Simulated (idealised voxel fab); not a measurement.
The document below concerns the process module designated voxel transistor to metal.
Section shown: cut. Width: 210 nm. Cell size: 5 nm, square.
Notation: cross-section as square-cell grid; stated in bands, top first, going down; one or more cell rows per band. Quick guide to a band line: top height, bottom height (nm) up front; then every material left to right with its width in nm. Only one material and it's marked "throughout"? Then it fills the band edge to edge. And "blank" just means empty space. Height 0 is the level under which the wafer as received is all one material. The lowest band goes on downwards, as in "0 nm and below". The width entry "30->40" should be interpreted row by row: the top row of cells in the band takes the first number, the bottom row takes the second number, and the change between adjacent rows is uniform throughout. "no modification", as given for a step, is the statement that not any cell of the cross-section underwent a change during that step. In "Trapped cavities" the enclosed voids are listed, meaning empty spaces of 8 cells or larger without any opening to the top. The form is width x height at distance, distance from the left edge, units nm. Where a step's line continues beyond its settings, the continuation is a remark by the simulator itself on that step. overlay nm: mask right of planned place by this much (step with mask). Neg. = left.
[Planned step list for the process]
1) RECEIVE with material Si
2) OXIDIZE with depth nm 5
3) CONFORMAL_DEP with material SiN, thk nm 15
4) PATTERN with tone cover, mask id ACTIVE, material resist, width nm 115, thk nm 15, overlay nm 0
5) DIRECTIONAL_ETCH with etch materials SiN, depth nm 15
6) DIRECTIONAL_ETCH with etch materials SiO2, depth nm 5
7) DIRECTIONAL_ETCH with etch materials Si, depth nm 30
8) STRIP with etch materials resist
9) OXIDIZE with depth nm 5
10) FILL_DEP with material SiO2, thk nm 10
11) CMP with height nm 15
12) SELECTIVE_ETCH with etch materials SiO2, depth nm 10
13) STRIP with etch materials SiN
14) SELECTIVE_ETCH with etch materials SiO2, depth nm 5
15) OXIDIZE with depth nm 5
16) DIRECTIONAL_DEP with material polySi, thk nm 20
17) DIRECTIONAL_DEP with material SiCN, thk nm 15
18) DIRECTIONAL_DEP with material aC, thk nm 10
19) PATTERN with tone cover, mask id GATE, material resist, width nm 25, thk nm 25, overlay nm 0
20) DIRECTIONAL_ETCH with etch materials aC, depth nm 10
21) STRIP with etch materials resist
22) DIRECTIONAL_ETCH with etch materials SiCN, depth nm 25
23) DIRECTIONAL_ETCH with etch materials polySi, depth nm 30
24) STRIP with etch materials aC
25) CONFORMAL_DEP with material SiO2, thk nm 5
26) DIRECTIONAL_ETCH with etch materials SiO2, depth nm 5
27) CONFORMAL_DEP with material SiN, thk nm 5
28) DIRECTIONAL_ETCH with etch materials SiN, depth nm 5
29) DIRECTIONAL_ETCH with etch materials SiO2, depth nm 5
30) DIRECTIONAL_ETCH with etch materials Si, depth nm 5
31) EPI with material SiGe, thk nm 10
32) FILL_DEP with material SiO2, thk nm 5
33) CMP with height nm 30
34) DIRECTIONAL_DEP with material SiO2, thk nm 10
35) DIRECTIONAL_DEP with material aC, thk nm 10
36) PATTERN with tone open, mask id CONTACT, material resist, width nm 35, pitch nm 70, thk nm 30, overlay nm 0
37) DIRECTIONAL_ETCH with etch materials aC, depth nm 10
38) STRIP with etch materials resist
39) DIRECTIONAL_ETCH with etch materials SiO2, depth nm 45
40) STRIP with etch materials aC
41) CONFORMAL_DEP with material TiN, thk nm 5
42) FILL_DEP with material Ru, thk nm 5
43) CMP with height nm 40
44) DIRECTIONAL_DEP with material TiN, thk nm 5
45) DIRECTIONAL_DEP with material W, thk nm 15
46) MASKED_ETCH with tone cover, mask id METAL_1, width nm 20, pitch nm 85, etch materials W, depth nm 15, overlay nm -15
47) MASKED_ETCH with tone cover, mask id METAL_1, width nm 20, pitch nm 85, etch materials TiN, depth nm 5, overlay nm 0
48) CONFORMAL_DEP with material SiN, thk nm 5
49) FILL_DEP with material SiO2, thk nm 10
50) CMP with height nm 60
51) CONFORMAL_DEP with material SiCN, thk nm 5
52) DIRECTIONAL_DEP with material SiO2, thk nm 25
53) PATTERN with tone open, mask id METAL_2, material resist, width nm 20, pitch nm 85, thk nm 20, overlay nm 0
54) DIRECTIONAL_ETCH with etch materials SiO2, depth nm 15
55) STRIP with etch materials resist
56) PATTERN with tone open, mask id METAL_2_HOLES, material resist, width nm 15, pitch nm 85, thk nm 20, overlay nm 0
57) DIRECTIONAL_ETCH with etch materials SiO2, depth nm 10
58) DIRECTIONAL_ETCH with etch materials SiCN, depth nm 5
59) STRIP with etch materials resist
60) CONFORMAL_DEP with material TiN, thk nm 5
61) FILL_DEP with material Cu, thk nm 5
62) CMP with height nm 90
63) CONFORMAL_DEP with material SiN, thk nm 5
Split variable: overlay nm, step 46. Plan value = first wafer. Wafers start alike.
[Cut through the first of several wafers as received, post step 1]
	0 nm and below = Si throughout
	Trapped cavities: none
[Each row below is a wafer at the end of the module, listing for every material the number of cells it has gained (+) or lost (-) since it was received, followed by its closed voids]
overlay nm -15 | +14 Cu | +62 Ru | -222 Si | +51 SiCN | +28 SiGe | +104 SiN | +629 SiO2 | +88 TiN | +24 W | +20 polySi | Trapped cavities: none
overlay nm -10 | +14 Cu | +62 Ru | -222 Si | +51 SiCN | +28 SiGe | +104 SiN | +631 SiO2 | +86 TiN | +24 W | +20 polySi | Trapped cavities: none
overlay nm -5 | +14 Cu | +62 Ru | -222 Si | +51 SiCN | +28 SiGe | +104 SiN | +633 SiO2 | +84 TiN | +24 W | +20 polySi | Trapped cavities: none
overlay nm 0 | +14 Cu | +62 Ru | -222 Si | +51 SiCN | +28 SiGe | +104 SiN | +635 SiO2 | +82 TiN | +24 W | +20 polySi | Trapped cavities: none
overlay nm 5 | +14 Cu | +62 Ru | -222 Si | +51 SiCN | +28 SiGe | +104 SiN | +633 SiO2 | +84 TiN | +24 W | +20 polySi | Trapped cavities: none
overlay nm 10 | +14 Cu | +62 Ru | -222 Si | +51 SiCN | +28 SiGe | +104 SiN | +631 SiO2 | +86 TiN | +24 W | +20 polySi | Trapped cavities: none
overlay nm 15 | +14 Cu | +62 Ru | -222 Si | +51 SiCN | +28 SiGe | +104 SiN | +629 SiO2 | +88 TiN | +24 W | +20 polySi | Trapped cavities: none
